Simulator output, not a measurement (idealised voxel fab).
Process module name: voxel self aligned vias
Displayed cross-section: cut, width of 250 nm, square cells sized 5 nm.
Cross-section format: a grid of square cells, given as bands from top to bottom; each band is one or more rows of cells.
Heads up on the band format: heights come first, top then bottom, in nm. After that it's the materials left to right, each with its width in nm. A single material flagged "full width" fills the whole band edge to edge, and "blank" means there's empty space there.
A quick word on heights: they are counted from 0, and under that level the wafer as it came to us is one material throughout. The lowest band is different from the rest in having no bottom; it simply continues downward, written as in "0 down".
So if you see something like "30..40" for the width, read it as the top row of the band sitting at the first number and the bottom row at the second, with every row in between moving by the same amount as the last.
For the purposes of this document, the phrase "nothing altered" attached to a step denotes that no cell within the cross-section was modified by that step.
The entry "Fully closed voids" lists the empty spaces that cover at least 8 cells and have no open path to the top. Each is written as width x height at distance, where the distance is measured from the left edge and all three values are in nm.
On a step's line, text after the settings is the simulator commenting on that step.
"overlay nm", when on a step's line for a step with a mask, measures how far to the right of its planned place the mask lay; a negative measure means to the left.
In what follows, pairs of cross-sections are presented, each taken before and after one process step, with the after cross-section shown only down to the lowest band that was altered; the step, together with its settings, is stated below the pair. The pairs may stem from different runs of this module on the same starting wafer; accordingly, a pair should be taken as continuing from the one above it solely where its entry headed "Prior to processing" indicates as much.

Prior to processing
- 0 down: Si full width
- Fully closed voids: none

As Processed
- 15 to 0: SiO2 full width
- All layers under 0 are left as they were.
- Fully closed voids: none
What was done to get from the upper cross-section to the lower one? CONFORMAL_DEP, material SiO2, thk nm 15

Prior to processing: = after-state of the pair above.

As Processed
- 20 to 15: SiCN full width
- All layers under 15 are left as they were.
- Fully closed voids: none
What was done to get from the upper cross-section to the lower one? CONFORMAL_DEP, material SiCN, thk nm 5

Prior to processing: = after-state of the pair above.

As Processed
- 45 to 20: lowk full width
- All layers under 20 are left as they were.
- Fully closed voids: none
What was done to get from the upper cross-section to the lower one? DIRECTIONAL_DEP, material lowk, thk nm 25

Prior to processing: = after-state of the pair above.

As Processed
- 45 to 20: 80 nm lowk, 25 nm blank, 35 nm lowk, 25 nm blank, 85 nm lowk
- All layers under 20 are left as they were.
- Fully closed voids: none
What was done to get from the upper cross-section to the lower one? MASKED_ETCH, tone open, mask id LINES, width nm 25, pitch nm 60, etch materials lowk, depth nm 25, overlay nm 0

Prior to processing: = after-state of the pair above.

As Processed
- 50 to 45: 85 nm TiN, 15 nm blank, 45 nm TiN, 15 nm blank, 90 nm TiN
- 45 to 25: 80 nm lowk, 5 nm TiN, 15 nm blank, 5 nm TiN, 35 nm lowk, 5 nm TiN, 15 nm blank, 5 nm TiN, 85 nm lowk
- 25 to 20: 80 nm lowk, 25 nm TiN, 35 nm lowk, 25 nm TiN, 85 nm lowk
- All layers under 20 are left as they were.
- Fully closed voids: none
What was done to get from the upper cross-section to the lower one? CONFORMAL_DEP, material TiN, thk nm 5

Prior to processing: = after-state of the pair above.

As Processed
- 55 to 50: Ru full width
- 50 to 45: 85 nm TiN, 15 nm Ru, 45 nm TiN, 15 nm Ru, 90 nm TiN
- 45 to 25: 80 nm lowk, 5 nm TiN, 15 nm Ru, 5 nm TiN, 35 nm lowk, 5 nm TiN, 15 nm Ru, 5 nm TiN, 85 nm lowk
- All layers under 25 are left as they were.
- Fully closed voids: none
What was done to get from the upper cross-section to the lower one? FILL_DEP, material Ru, thk nm 5

Prior to processing: = after-state of the pair above.

As Processed
- 45 to 25: 80 nm lowk, 5 nm TiN, 15 nm Ru, 5 nm TiN, 35 nm lowk, 5 nm TiN, 15 nm Ru, 5 nm TiN, 85 nm lowk
- All layers under 25 are left as they were.
- Fully closed voids: none
What was done to get from the upper cross-section to the lower one? CMP, height nm 45

Prior to processing: = after-state of the pair above.

As Processed
- 45 to 35: 80 nm lowk, 25 nm blank, 35 nm lowk, 25 nm blank, 85 nm lowk
- All layers under 35 are left as they were.
- Fully closed voids: none
What was done to get from the upper cross-section to the lower one? SELECTIVE_ETCH, etch materials W Ru TiN, depth nm 10

Prior to processing: = after-state of the pair above.

As Processed
- 50 to 45: SiN full width
- 45 to 35: 80 nm lowk, 25 nm SiN, 35 nm lowk, 25 nm SiN, 85 nm lowk
- All layers under 35 are left as they were.
- Fully closed voids: none
What was done to get from the upper cross-section to the lower one? FILL_DEP, material SiN, thk nm 5

Prior to processing: = after-state of the pair above.

As Processed
- 45 to 35: 80 nm lowk, 25 nm SiN, 35 nm lowk, 25 nm SiN, 85 nm lowk
- All layers under 35 are left as they were.
- Fully closed voids: none
What was done to get from the upper cross-section to the lower one? CMP, height nm 45

Prior to processing: = after-state of the pair above.

As Processed
- 65 to 45: lowk full width
- All layers under 45 are left as they were.
- Fully closed voids: none
What was done to get from the upper cross-section to the lower one? DIRECTIONAL_DEP, material lowk, thk nm 20

Prior to processing: = after-state of the pair above.

As Processed
- 85 to 65: 70 nm resist, 45 nm blank, 135 nm resist
- All layers under 65 are left as they were.
- Fully closed voids: none
What was done to get from the upper cross-section to the lower one? PATTERN, tone open, mask id VIAS, material resist, width nm 45, thk nm 20, overlay nm 0

Prior to processing: = after-state of the pair above.

As Processed
- 85 to 65: 70 nm resist, 45 nm blank, 135 nm resist
- 65 to 45: 70 nm lowk, 45 nm blank, 135 nm lowk
- All layers under 45 are left as they were.
- Fully closed voids: none
What was done to get from the upper cross-section to the lower one? DIRECTIONAL_ETCH, etch materials lowk, depth nm 20

Prior to processing: = after-state of the pair above.

As Processed
- 85 to 65: 70 nm resist, 45 nm blank, 135 nm resist
- 65 to 45: 70 nm lowk, 45 nm blank, 135 nm lowk
- 45 to 35: 80 nm lowk, 25 nm blank, 35 nm lowk, 25 nm SiN, 85 nm lowk
- All layers under 35 are left as they were.
- Fully closed voids: none
What was done to get from the upper cross-section to the lower one? DIRECTIONAL_ETCH, etch materials SiN, depth nm 10

Prior to processing: = after-state of the pair above.

As Processed
- 65 to 45: 70 nm lowk, 45 nm blank, 135 nm lowk
- All layers under 45 are left as they were.
- Fully closed voids: none
What was done to get from the upper cross-section to the lower one? STRIP, etch materials resist

Prior to processing: = after-state of the pair above.

As Processed
- 70 to 65: 75 nm TiN, 35 nm blank, 140 nm TiN
- 65 to 50: 70 nm lowk, 5 nm TiN, 35 nm blank, 5 nm TiN, 135 nm lowk
- 50 to 45: 70 nm lowk, 15 nm TiN, 15 nm blank, 15 nm TiN, 135 nm lowk
- 45 to 40: 80 nm lowk, 5 nm TiN, 15 nm blank, 5 nm TiN, 35 nm lowk, 25 nm SiN, 85 nm lowk
- 40 to 35: 80 nm lowk, 25 nm TiN, 35 nm lowk, 25 nm SiN, 85 nm lowk
- All layers under 35 are left as they were.
- Fully closed voids: none
What was done to get from the upper cross-section to the lower one? CONFORMAL_DEP, material TiN, thk nm 5

Prior to processing: = after-state of the pair above.

As Processed
- 75 to 70: Ru full width
- 70 to 65: 75 nm TiN, 35 nm Ru, 140 nm TiN
- 65 to 50: 70 nm lowk, 5 nm TiN, 35 nm Ru, 5 nm TiN, 135 nm lowk
- 50 to 45: 70 nm lowk, 15 nm TiN, 15 nm Ru, 15 nm TiN, 135 nm lowk
- 45 to 40: 80 nm lowk, 5 nm TiN, 15 nm Ru, 5 nm TiN, 35 nm lowk, 25 nm SiN, 85 nm lowk
- All layers under 40 are left as they were.
- Fully closed voids: none
What was done to get from the upper cross-section to the lower one? FILL_DEP, material Ru, thk nm 5

Prior to processing: = after-state of the pair above.

As Processed
- 65 to 50: 70 nm lowk, 5 nm TiN, 35 nm Ru, 5 nm TiN, 135 nm lowk
- All layers under 50 are left as they were.
- Fully closed voids: none
What was done to get from the upper cross-section to the lower one? CMP, height nm 65

Prior to processing: = after-state of the pair above.

As Processed
- 70 to 65: SiCN full width
- All layers under 65 are left as they were.
- Fully closed voids: none
What was done to get from the upper cross-section to the lower one? CONFORMAL_DEP, material SiCN, thk nm 5

Prior to processing
- 15 to 0: SiO2 full width
- 0 down: Si full width
- Fully closed voids: none

As Processed
- 40 to 15: lowk full width
- All layers under 15 are left as they were.
- Fully closed voids: none
What was done to get from the upper cross-section to the lower one? DIRECTIONAL_DEP, material lowk, thk nm 25

Prior to processing: = after-state of the pair above.

As Processed
- 40 to 15: 80 nm lowk, 25 nm blank, 35 nm lowk, 25 nm blank, 85 nm lowk
- All layers under 15 are left as they were.
- Fully closed voids: none
What was done to get from the upper cross-section to the lower one? MASKED_ETCH, tone open, mask id LINES, width nm 25, pitch nm 60, etch materials lowk, depth nm 25, overlay nm 0

Prior to processing: = after-state of the pair above.

As Processed
- 45 to 40: 85 nm TiN, 15 nm blank, 45 nm TiN, 15 nm blank, 90 nm TiN
- 40 to 20: 80 nm lowk, 5 nm TiN, 15 nm blank, 5 nm TiN, 35 nm lowk, 5 nm TiN, 15 nm blank, 5 nm TiN, 85 nm lowk
- 20 to 15: 80 nm lowk, 25 nm TiN, 35 nm lowk, 25 nm TiN, 85 nm lowk
- All layers under 15 are left as they were.
- Fully closed voids: none
What was done to get from the upper cross-section to the lower one? CONFORMAL_DEP, material TiN, thk nm 5

Prior to processing: = after-state of the pair above.

As Processed
- 50 to 45: Ru full width
- 45 to 40: 85 nm TiN, 15 nm Ru, 45 nm TiN, 15 nm Ru, 90 nm TiN
- 40 to 20: 80 nm lowk, 5 nm TiN, 15 nm Ru, 5 nm TiN, 35 nm lowk, 5 nm TiN, 15 nm Ru, 5 nm TiN, 85 nm lowk
- All layers under 20 are left as they were.
- Fully closed voids: none
What was done to get from the upper cross-section to the lower one? FILL_DEP, material Ru, thk nm 5

Prior to processing: = after-state of the pair above.

As Processed
- 45 to 40: 85 nm TiN, 15 nm Ru, 45 nm TiN, 15 nm Ru, 90 nm TiN
- All layers under 40 are left as they were.
- Fully closed voids: none
What was done to get from the upper cross-section to the lower one? CMP, height nm 45

Prior to processing: = after-state of the pair above.

As Processed
- 40 to 35: 80 nm lowk, 25 nm blank, 35 nm lowk, 25 nm blank, 85 nm lowk
- All layers under 35 are left as they were.
- Fully closed voids: none
What was done to get from the upper cross-section to the lower one? SELECTIVE_ETCH, etch materials W Ru TiN, depth nm 10

Prior to processing: = after-state of the pair above.

As Processed
- 45 to 40: SiN full width
- 40 to 35: 80 nm lowk, 25 nm SiN, 35 nm lowk, 25 nm SiN, 85 nm lowk
- All layers under 35 are left as they were.
- Fully closed voids: none
What was done to get from the upper cross-section to the lower one? FILL_DEP, material SiN, thk nm 5

Prior to processing: = after-state of the pair above.

As Processed
- 65 to 45: lowk full width
- All layers under 45 are left as they were.
- Fully closed voids: none
What was done to get from the upper cross-section to the lower one? DIRECTIONAL_DEP, material lowk, thk nm 20

Prior to processing: = after-state of the pair above.

As Processed
- 85 to 65: 70 nm resist, 45 nm blank, 135 nm resist
- All layers under 65 are left as they were.
- Fully closed voids: none
What was done to get from the upper cross-section to the lower one? PATTERN, tone open, mask id VIAS, material resist, width nm 45, thk nm 20, overlay nm 0

Prior to processing: = after-state of the pair above.

As Processed
- 85 to 65: 70 nm resist, 45 nm blank, 135 nm resist
- 65 to 45: 70 nm lowk, 45 nm blank, 135 nm lowk
- All layers under 45 are left as they were.
- Fully closed voids: none
What was done to get from the upper cross-section to the lower one? DIRECTIONAL_ETCH, etch materials lowk, depth nm 20

Prior to processing: = after-state of the pair above.

As Processed
- 85 to 65: 70 nm resist, 45 nm blank, 135 nm resist
- 65 to 45: 70 nm lowk, 45 nm blank, 135 nm lowk
- 45 to 40: 70 nm SiN, 45 nm blank, 135 nm SiN
- 40 to 35: 80 nm lowk, 25 nm blank, 35 nm lowk, 25 nm SiN, 85 nm lowk
- All layers under 35 are left as they were.
- Fully closed voids: none
What was done to get from the upper cross-section to the lower one? DIRECTIONAL_ETCH, etch materials SiN, depth nm 10

Prior to processing: = after-state of the pair above.

As Processed
- 65 to 45: 70 nm lowk, 45 nm blank, 135 nm lowk
- All layers under 45 are left as they were.
- Fully closed voids: none
What was done to get from the upper cross-section to the lower one? STRIP, etch materials resist

Prior to processing: = after-state of the pair above.

As Processed
- 70 to 65: 75 nm TiN, 35 nm blank, 140 nm TiN
- 65 to 45: 70 nm lowk, 5 nm TiN, 35 nm blank, 5 nm TiN, 135 nm lowk
- 45 to 40: 70 nm SiN, 15 nm TiN, 15 nm blank, 15 nm TiN, 135 nm SiN
- 40 to 35: 80 nm lowk, 25 nm TiN, 35 nm lowk, 25 nm SiN, 85 nm lowk
- All layers under 35 are left as they were.
- Fully closed voids: none
What was done to get from the upper cross-section to the lower one? CONFORMAL_DEP, material TiN, thk nm 5

Prior to processing: = after-state of the pair above.

As Processed
- 75 to 70: Ru full width
- 70 to 65: 75 nm TiN, 35 nm Ru, 140 nm TiN
- 65 to 45: 70 nm lowk, 5 nm TiN, 35 nm Ru, 5 nm TiN, 135 nm lowk
- 45 to 40: 70 nm SiN, 15 nm TiN, 15 nm Ru, 15 nm TiN, 135 nm SiN
- All layers under 40 are left as they were.
- Fully closed voids: none
What was done to get from the upper cross-section to the lower one? FILL_DEP, material Ru, thk nm 5

Prior to processing: = after-state of the pair above.

As Processed
- 65 to 45: 70 nm lowk, 5 nm TiN, 35 nm Ru, 5 nm TiN, 135 nm lowk
- All layers under 45 are left as they were.
- Fully closed voids: none
What was done to get from the upper cross-section to the lower one? CMP, height nm 65

Prior to processing: = after-state of the pair above.

As Processed
- 70 to 65: SiCN full width
- All layers under 65 are left as they were.
- Fully closed voids: none
What was done to get from the upper cross-section to the lower one? CONFORMAL_DEP, material SiCN, thk nm 5

Prior to processing
- 85 to 65: 70 nm resist, 45 nm blank, 135 nm resist
- 65 to 45: 70 nm lowk, 45 nm blank, 135 nm lowk
- 45 to 35: 80 nm lowk, 25 nm SiN, 35 nm lowk, 25 nm SiN, 85 nm lowk
- 35 to 25: 80 nm lowk, 5 nm TiN, 15 nm Ru, 5 nm TiN, 35 nm lowk, 5 nm TiN, 15 nm Ru, 5 nm TiN, 85 nm lowk
- 25 to 20: 80 nm lowk, 25 nm TiN, 35 nm lowk, 25 nm TiN, 85 nm lowk
- 20 to 15: SiCN full width
- 15 to 0: SiO2 full width
- 0 down: Si full width
- Fully closed voids: none

As Processed
- 85 to 65: 70 nm resist, 45 nm blank, 135 nm resist
- 65 to 45: 70 nm lowk, 45 nm blank, 135 nm lowk
- 45 to 35: 70 nm lowk, 10 nm blank, 25 nm SiN, 10 nm blank, 25 nm lowk, 25 nm SiN, 85 nm lowk
- 35 to 25: 70 nm lowk, 10 nm blank, 5 nm TiN, 15 nm Ru, 5 nm TiN, 10 nm blank, 25 nm lowk, 5 nm TiN, 15 nm Ru, 5 nm TiN, 85 nm lowk
- All layers under 25 are left as they were.
- Fully closed voids: none
What was done to get from the upper cross-section to the lower one? DIRECTIONAL_ETCH, etch materials lowk, depth nm 20

Prior to processing: = after-state of the pair above.

As Processed
- 85 to 65: 70 nm resist, 45 nm blank, 135 nm resist
- 65 to 45: 70 nm lowk, 45 nm blank, 135 nm lowk
- 45 to 35: 70 nm lowk, 45 nm blank, 25 nm lowk, 25 nm SiN, 85 nm lowk
- All layers under 35 are left as they were.
- Fully closed voids: none
What was done to get from the upper cross-section to the lower one? DIRECTIONAL_ETCH, etch materials SiN, depth nm 10

Prior to processing: = after-state of the pair above.

As Processed
- 65 to 45: 70 nm lowk, 45 nm blank, 135 nm lowk
- All layers under 45 are left as they were.
- Fully closed voids: none
What was done to get from the upper cross-section to the lower one? STRIP, etch materials resist

Prior to processing: = after-state of the pair above.

As Processed
- 70 to 65: 75 nm TiN, 35 nm blank, 140 nm TiN
- 65 to 45: 70 nm lowk, 5 nm TiN, 35 nm blank, 5 nm TiN, 135 nm lowk
- 45 to 40: 70 nm lowk, 5 nm TiN, 35 nm blank, 5 nm TiN, 25 nm lowk, 25 nm SiN, 85 nm lowk
- 40 to 35: 70 nm lowk, 45 nm TiN, 25 nm lowk, 25 nm SiN, 85 nm lowk
- 35 to 25: 70 nm lowk, 15 nm TiN, 15 nm Ru, 15 nm TiN, 25 nm lowk, 5 nm TiN, 15 nm Ru, 5 nm TiN, 85 nm lowk
- All layers under 25 are left as they were.
- Fully closed voids: none
What was done to get from the upper cross-section to the lower one? CONFORMAL_DEP, material TiN, thk nm 5

Prior to processing: = after-state of the pair above.

As Processed
- 75 to 70: Ru full width
- 70 to 65: 75 nm TiN, 35 nm Ru, 140 nm TiN
- 65 to 45: 70 nm lowk, 5 nm TiN, 35 nm Ru, 5 nm TiN, 135 nm lowk
- 45 to 40: 70 nm lowk, 5 nm TiN, 35 nm Ru, 5 nm TiN, 25 nm lowk, 25 nm SiN, 85 nm lowk
- All layers under 40 are left as they were.
- Fully closed voids: none
What was done to get from the upper cross-section to the lower one? FILL_DEP, material Ru, thk nm 5

Prior to processing: = after-state of the pair above.

As Processed
- 65 to 45: 70 nm lowk, 5 nm TiN, 35 nm Ru, 5 nm TiN, 135 nm lowk
- All layers under 45 are left as they were.
- Fully closed voids: none
What was done to get from the upper cross-section to the lower one? CMP, height nm 65

Prior to processing: = after-state of the pair above.

As Processed
- 70 to 65: SiCN full width
- All layers under 65 are left as they were.
- Fully closed voids: none
What was done to get from the upper cross-section to the lower one? CONFORMAL_DEP, material SiCN, thk nm 5

Prior to processing
- 40 to 15: lowk full width
- 15 to 0: SiO2 full width
- 0 down: Si full width
- Fully closed voids: none

As Processed
- 45 to 40: SiCN full width
- All layers under 40 are left as they were.
- Fully closed voids: none
What was done to get from the upper cross-section to the lower one? CONFORMAL_DEP, material SiCN, thk nm 5

Prior to processing: = after-state of the pair above.

As Processed
- 50 to 45: TiN full width
- All layers under 45 are left as they were.
- Fully closed voids: none
What was done to get from the upper cross-section to the lower one? CONFORMAL_DEP, material TiN, thk nm 5

Prior to processing: = after-state of the pair above.

As Processed
- 55 to 50: Ru full width
- All layers under 50 are left as they were.
- Fully closed voids: none
What was done to get from the upper cross-section to the lower one? FILL_DEP, material Ru, thk nm 5

Prior to processing: = after-state of the pair above.

As Processed
- 45 to 40: SiCN full width
- All layers under 40 are left as they were.
- Fully closed voids: none
What was done to get from the upper cross-section to the lower one? CMP, height nm 45

Prior to processing: = after-state of the pair above.

As Processed
- 50 to 45: SiN full width
- All layers under 45 are left as they were.
- Fully closed voids: none
What was done to get from the upper cross-section to the lower one? FILL_DEP, material SiN, thk nm 5

Prior to processing: = after-state of the pair above.

As Processed
- 45 to 40: SiCN full width
- All layers under 40 are left as they were.
- Fully closed voids: none
What was done to get from the upper cross-section to the lower one? CMP, height nm 45

Prior to processing: = after-state of the pair above.

As Processed
- 65 to 45: lowk full width
- All layers under 45 are left as they were.
- Fully closed voids: none
What was done to get from the upper cross-section to the lower one? DIRECTIONAL_DEP, material lowk, thk nm 20

Prior to processing: = after-state of the pair above.

As Processed
- 85 to 65: 70 nm resist, 45 nm blank, 135 nm resist
- All layers under 65 are left as they were.
- Fully closed voids: none
What was done to get from the upper cross-section to the lower one? PATTERN, tone open, mask id VIAS, material resist, width nm 45, thk nm 20, overlay nm 0

Prior to processing: = after-state of the pair above.

As Processed
- 85 to 65: 70 nm resist, 45 nm blank, 135 nm resist
- 65 to 45: 70 nm lowk, 45 nm blank, 135 nm lowk
- All layers under 45 are left as they were.
- Fully closed voids: none
What was done to get from the upper cross-section to the lower one? DIRECTIONAL_ETCH, etch materials lowk, depth nm 20

Prior to processing: = after-state of the pair above.

As Processed
- 65 to 45: 70 nm lowk, 45 nm blank, 135 nm lowk
- All layers under 45 are left as they were.
- Fully closed voids: none
What was done to get from the upper cross-section to the lower one? STRIP, etch materials resist

Prior to processing: = after-state of the pair above.

As Processed
- 70 to 65: 75 nm TiN, 35 nm blank, 140 nm TiN
- 65 to 50: 70 nm lowk, 5 nm TiN, 35 nm blank, 5 nm TiN, 135 nm lowk
- 50 to 45: 70 nm lowk, 45 nm TiN, 135 nm lowk
- All layers under 45 are left as they were.
- Fully closed voids: none
What was done to get from the upper cross-section to the lower one? CONFORMAL_DEP, material TiN, thk nm 5

Prior to processing: = after-state of the pair above.

As Processed
- 75 to 70: Ru full width
- 70 to 65: 75 nm TiN, 35 nm Ru, 140 nm TiN
- 65 to 50: 70 nm lowk, 5 nm TiN, 35 nm Ru, 5 nm TiN, 135 nm lowk
- All layers under 50 are left as they were.
- Fully closed voids: none
What was done to get from the upper cross-section to the lower one? FILL_DEP, material Ru, thk nm 5

Prior to processing: = after-state of the pair above.

As Processed
- 65 to 50: 70 nm lowk, 5 nm TiN, 35 nm Ru, 5 nm TiN, 135 nm lowk
- All layers under 50 are left as they were.
- Fully closed voids: none
What was done to get from the upper cross-section to the lower one? CMP, height nm 65

Prior to processing: = after-state of the pair above.

As Processed
- 70 to 65: SiCN full width
- All layers under 65 are left as they were.
- Fully closed voids: none
What was done to get from the upper cross-section to the lower one? CONFORMAL_DEP, material SiCN, thk nm 5

Prior to processing
- 75 to 70: Ru full width
- 70 to 65: 75 nm TiN, 35 nm Ru, 140 nm TiN
- 65 to 50: 70 nm lowk, 5 nm TiN, 35 nm Ru, 5 nm TiN, 135 nm lowk
- 50 to 45: 70 nm lowk, 15 nm TiN, 15 nm Ru, 15 nm TiN, 135 nm lowk
- 45 to 40: 80 nm lowk, 5 nm TiN, 15 nm Ru, 5 nm TiN, 35 nm lowk, 25 nm SiN, 85 nm lowk
- 40 to 35: 80 nm lowk, 25 nm TiN, 35 nm lowk, 25 nm SiN, 85 nm lowk
- 35 to 25: 80 nm lowk, 5 nm TiN, 15 nm Ru, 5 nm TiN, 35 nm lowk, 5 nm TiN, 15 nm Ru, 5 nm TiN, 85 nm lowk
- 25 to 20: 80 nm lowk, 25 nm TiN, 35 nm lowk, 25 nm TiN, 85 nm lowk
- 20 to 15: SiCN full width
- 15 to 0: SiO2 full width
- 0 down: Si full width
- Fully closed voids: none

As Processed
- 70 to 65: 75 nm TiN, 35 nm Ru, 140 nm TiN
- All layers under 65 are left as they were.
- Fully closed voids: none
What was done to get from the upper cross-section to the lower one? CMP, height nm 70

Prior to processing: = after-state of the pair above.

As Processed
- 75 to 70: SiCN full width
- All layers under 70 are left as they were.
- Fully closed voids: none
What was done to get from the upper cross-section to the lower one? CONFORMAL_DEP, material SiCN, thk nm 5

Prior to processing
- 65 to 45: lowk full width
- 45 to 35: 80 nm lowk, 25 nm SiN, 35 nm lowk, 25 nm SiN, 85 nm lowk
- 35 to 25: 80 nm lowk, 5 nm TiN, 15 nm Ru, 5 nm TiN, 35 nm lowk, 5 nm TiN, 15 nm Ru, 5 nm TiN, 85 nm lowk
- 25 to 20: 80 nm lowk, 25 nm TiN, 35 nm lowk, 25 nm TiN, 85 nm lowk
- 20 to 15: SiCN full width
- 15 to 0: SiO2 full width
- 0 down: Si full width
- Fully closed voids: none

As Processed
- 85 to 65: 70 nm resist, 50 nm blank, 130 nm resist
- All layers under 65 are left as they were.
- Fully closed voids: none
What was done to get from the upper cross-section to the lower one? PATTERN, tone open, mask id VIAS, material resist, width nm 50, thk nm 20, overlay nm 0

Prior to processing: = after-state of the pair above.

As Processed
- 85 to 65: 70 nm resist, 50 nm blank, 130 nm resist
- 65 to 45: 70 nm lowk, 50 nm blank, 130 nm lowk
- All layers under 45 are left as they were.
- Fully closed voids: none
What was done to get from the upper cross-section to the lower one? DIRECTIONAL_ETCH, etch materials lowk, depth nm 20

Prior to processing: = after-state of the pair above.

As Processed
- 85 to 65: 70 nm resist, 50 nm blank, 130 nm resist
- 65 to 45: 70 nm lowk, 50 nm blank, 130 nm lowk
- 45 to 35: 80 nm lowk, 25 nm blank, 35 nm lowk, 25 nm SiN, 85 nm lowk
- All layers under 35 are left as they were.
- Fully closed voids: none
What was done to get from the upper cross-section to the lower one? DIRECTIONAL_ETCH, etch materials SiN, depth nm 10

Prior to processing: = after-state of the pair above.

As Processed
- 65 to 45: 70 nm lowk, 50 nm blank, 130 nm lowk
- All layers under 45 are left as they were.
- Fully closed voids: none
What was done to get from the upper cross-section to the lower one? STRIP, etch materials resist

Prior to processing: = after-state of the pair above.

As Processed
- 70 to 65: 75 nm TiN, 40 nm blank, 135 nm TiN
- 65 to 50: 70 nm lowk, 5 nm TiN, 40 nm blank, 5 nm TiN, 130 nm lowk
- 50 to 45: 70 nm lowk, 15 nm TiN, 15 nm blank, 20 nm TiN, 130 nm lowk
- 45 to 40: 80 nm lowk, 5 nm TiN, 15 nm blank, 5 nm TiN, 35 nm lowk, 25 nm SiN, 85 nm lowk
- 40 to 35: 80 nm lowk, 25 nm TiN, 35 nm lowk, 25 nm SiN, 85 nm lowk
- All layers under 35 are left as they were.
- Fully closed voids: none
What was done to get from the upper cross-section to the lower one? CONFORMAL_DEP, material TiN, thk nm 5

Prior to processing: = after-state of the pair above.

As Processed
- 75 to 70: Ru full width
- 70 to 65: 75 nm TiN, 40 nm Ru, 135 nm TiN
- 65 to 50: 70 nm lowk, 5 nm TiN, 40 nm Ru, 5 nm TiN, 130 nm lowk
- 50 to 45: 70 nm lowk, 15 nm TiN, 15 nm Ru, 20 nm TiN, 130 nm lowk
- 45 to 40: 80 nm lowk, 5 nm TiN, 15 nm Ru, 5 nm TiN, 35 nm lowk, 25 nm SiN, 85 nm lowk
- All layers under 40 are left as they were.
- Fully closed voids: none
What was done to get from the upper cross-section to the lower one? FILL_DEP, material Ru, thk nm 5

Prior to processing: = after-state of the pair above.

As Processed
- 65 to 50: 70 nm lowk, 5 nm TiN, 40 nm Ru, 5 nm TiN, 130 nm lowk
- All layers under 50 are left as they were.
- Fully closed voids: none
What was done to get from the upper cross-section to the lower one? CMP, height nm 65

Prior to processing: = after-state of the pair above.

As Processed
- 70 to 65: SiCN full width
- All layers under 65 are left as they were.
- Fully closed voids: none
What was done to get from the upper cross-section to the lower one? CONFORMAL_DEP, material SiCN, thk nm 5

Prior to processing
- 65 to 45: lowk full width
- 45 to 35: 80 nm lowk, 25 nm SiN, 35 nm lowk, 25 nm SiN, 85 nm lowk
- 35 to 25: 80 nm lowk, 5 nm TiN, 15 nm Ru, 5 nm TiN, 35 nm lowk, 5 nm TiN, 15 nm Ru, 5 nm TiN, 85 nm lowk
- 25 to 20: 80 nm lowk, 25 nm TiN, 35 nm lowk, 25 nm TiN, 85 nm lowk
- 20 to 15: SiCN full width
- 15 to 0: SiO2 full width
- 0 down: Si full width
- Fully closed voids: none

As Processed
- 85 to 65: 65 nm resist, 45 nm blank, 140 nm resist
- All layers under 65 are left as they were.
- Fully closed voids: none
What was done to get from the upper cross-section to the lower one? PATTERN, tone open, mask id VIAS, material resist, width nm 45, thk nm 20, overlay nm -5

Prior to processing: = after-state of the pair above.

As Processed
- 85 to 65: 65 nm resist, 45 nm blank, 140 nm resist
- 65 to 45: 65 nm lowk, 45 nm blank, 140 nm lowk
- All layers under 45 are left as they were.
- Fully closed voids: none
What was done to get from the upper cross-section to the lower one? DIRECTIONAL_ETCH, etch materials lowk, depth nm 20

Prior to processing: = after-state of the pair above.

As Processed
- 85 to 65: 65 nm resist, 45 nm blank, 140 nm resist
- 65 to 45: 65 nm lowk, 45 nm blank, 140 nm lowk
- 45 to 35: 80 nm lowk, 25 nm blank, 35 nm lowk, 25 nm SiN, 85 nm lowk
- All layers under 35 are left as they were.
- Fully closed voids: none
What was done to get from the upper cross-section to the lower one? DIRECTIONAL_ETCH, etch materials SiN, depth nm 10

Prior to processing: = after-state of the pair above.

As Processed
- 65 to 45: 65 nm lowk, 45 nm blank, 140 nm lowk
- All layers under 45 are left as they were.
- Fully closed voids: none
What was done to get from the upper cross-section to the lower one? STRIP, etch materials resist

Prior to processing: = after-state of the pair above.

As Processed
- 70 to 65: 70 nm TiN, 35 nm blank, 145 nm TiN
- 65 to 50: 65 nm lowk, 5 nm TiN, 35 nm blank, 5 nm TiN, 140 nm lowk
- 50 to 45: 65 nm lowk, 20 nm TiN, 15 nm blank, 10 nm TiN, 140 nm lowk
- 45 to 40: 80 nm lowk, 5 nm TiN, 15 nm blank, 5 nm TiN, 35 nm lowk, 25 nm SiN, 85 nm lowk
- 40 to 35: 80 nm lowk, 25 nm TiN, 35 nm lowk, 25 nm SiN, 85 nm lowk
- All layers under 35 are left as they were.
- Fully closed voids: none
What was done to get from the upper cross-section to the lower one? CONFORMAL_DEP, material TiN, thk nm 5

Prior to processing: = after-state of the pair above.

As Processed
- 75 to 70: Ru full width
- 70 to 65: 70 nm TiN, 35 nm Ru, 145 nm TiN
- 65 to 50: 65 nm lowk, 5 nm TiN, 35 nm Ru, 5 nm TiN, 140 nm lowk
- 50 to 45: 65 nm lowk, 20 nm TiN, 15 nm Ru, 10 nm TiN, 140 nm lowk
- 45 to 40: 80 nm lowk, 5 nm TiN, 15 nm Ru, 5 nm TiN, 35 nm lowk, 25 nm SiN, 85 nm lowk
- All layers under 40 are left as they were.
- Fully closed voids: none
What was done to get from the upper cross-section to the lower one? FILL_DEP, material Ru, thk nm 5

Prior to processing: = after-state of the pair above.

As Processed
- 65 to 50: 65 nm lowk, 5 nm TiN, 35 nm Ru, 5 nm TiN, 140 nm lowk
- All layers under 50 are left as they were.
- Fully closed voids: none
What was done to get from the upper cross-section to the lower one? CMP, height nm 65

Prior to processing: = after-state of the pair above.

As Processed
- 70 to 65: SiCN full width
- All layers under 65 are left as they were.
- Fully closed voids: none
What was done to get from the upper cross-section to the lower one? CONFORMAL_DEP, material SiCN, thk nm 5

Prior to processing
- 45 to 20: 80 nm lowk, 25 nm blank, 35 nm lowk, 25 nm blank, 85 nm lowk
- 20 to 15: SiCN full width
- 15 to 0: SiO2 full width
- 0 down: Si full width
- Fully closed voids: none

As Processed
- 50 to 45: 85 nm SiN, 15 nm blank, 45 nm SiN, 15 nm blank, 90 nm SiN
- 45 to 25: 80 nm lowk, 5 nm SiN, 15 nm blank, 5 nm SiN, 35 nm lowk, 5 nm SiN, 15 nm blank, 5 nm SiN, 85 nm lowk
- 25 to 20: 80 nm lowk, 25 nm SiN, 35 nm lowk, 25 nm SiN, 85 nm lowk
- All layers under 20 are left as they were.
- Fully closed voids: none
What was done to get from the upper cross-section to the lower one? CONFORMAL_DEP, material SiN, thk nm 5
